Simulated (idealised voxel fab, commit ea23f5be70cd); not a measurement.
The document below concerns the process module designated voxel air gaps.
Section cut is 210 nm wide and gridded with 5 nm square cells.
Throughout this document, each cross-section is represented as a grid of square cells and is presented as a sequence of bands enumerated from the top downward, where a band comprises one or more rows of cells.
Per band: top height and bottom height in nm, followed by the left-to-right materials and their widths in nm; "all across" marks a single material spanning edge to edge, "blank" marks empty space.
Counting heights begins at 0, where everything beneath is, in the wafer as received, one material. The lowest band has no bottom; it goes on downwards, as "top 0, no bottom" shows.
The width entry "30->40" should be interpreted row by row: the top row of cells in the band takes the first number, the bottom row takes the second number, and the change between adjacent rows is uniform throughout.
No cell of the cross-section changed in a step that is given as "nothing got changed".
Reported under the label "Closed void list" are the empty spaces having no open way to the top and comprising 8 cells or more; the notation for each is width x height at distance, in which the distance is measured from the left edge and all three values are in nm.
Text after the settings on a step's line: the simulator's own remark on that step.
For masked steps, "overlay nm" on the step line gives how far right of plan the mask actually lay; a minus sign means it lay to the left.

Steps in the process plan:
- 1: RECEIVE,material Si
- 2: CONFORMAL_DEP,material SiO2,thk nm 10
- 3: CONFORMAL_DEP,material SiCN,thk nm 5
- 4: DIRECTIONAL_DEP,material lowk,thk nm 35
- 5: MASKED_ETCH,tone open,mask id LINES,width nm 20,pitch nm 50,etch materials lowk,depth nm 35,overlay nm 0
- 6: CONFORMAL_DEP,material TiN,thk nm 5
- 7: FILL_DEP,material W,thk nm 5
- 8: CMP,height nm 50
- 9: EPI,material Ru,thk nm 10
- 10: SELECTIVE_ETCH,etch materials lowk,depth nm 45
- 11: CONFORMAL_DEP,material SiCN,thk nm 5

Delivered wafer in cross-section: state after step 1:
* top 0, no bottom = Si all across
* Closed void list: none

The cross-section shown corresponds to the wafer at the conclusion of the module. The initial structure and the process plan are those presented above; however, one mistake occurred in executing the plan:
* top 75, bottom 70 = SiCN all across
* top 70, bottom 50 = Ru all across
* top 50, bottom 20 = lowk 20, TiN 5, W 10, TiN 5, lowk 30, TiN 5, W 10, TiN 5, lowk 30, TiN 5, W 10, TiN 5, lowk 30, TiN 5, W 10, TiN 5, lowk 20
* top 20, bottom 15 = lowk 20, TiN 20, lowk 30, TiN 20, lowk 30, TiN 20, lowk 30, TiN 20, lowk 20
* top 15, bottom 10 = SiCN all across
* top 10, bottom 0 = SiO2 all across
* top 0, no bottom = Si all across
* Closed void list: none
Deviation noted in wafer processing: plan step 9 ran twice
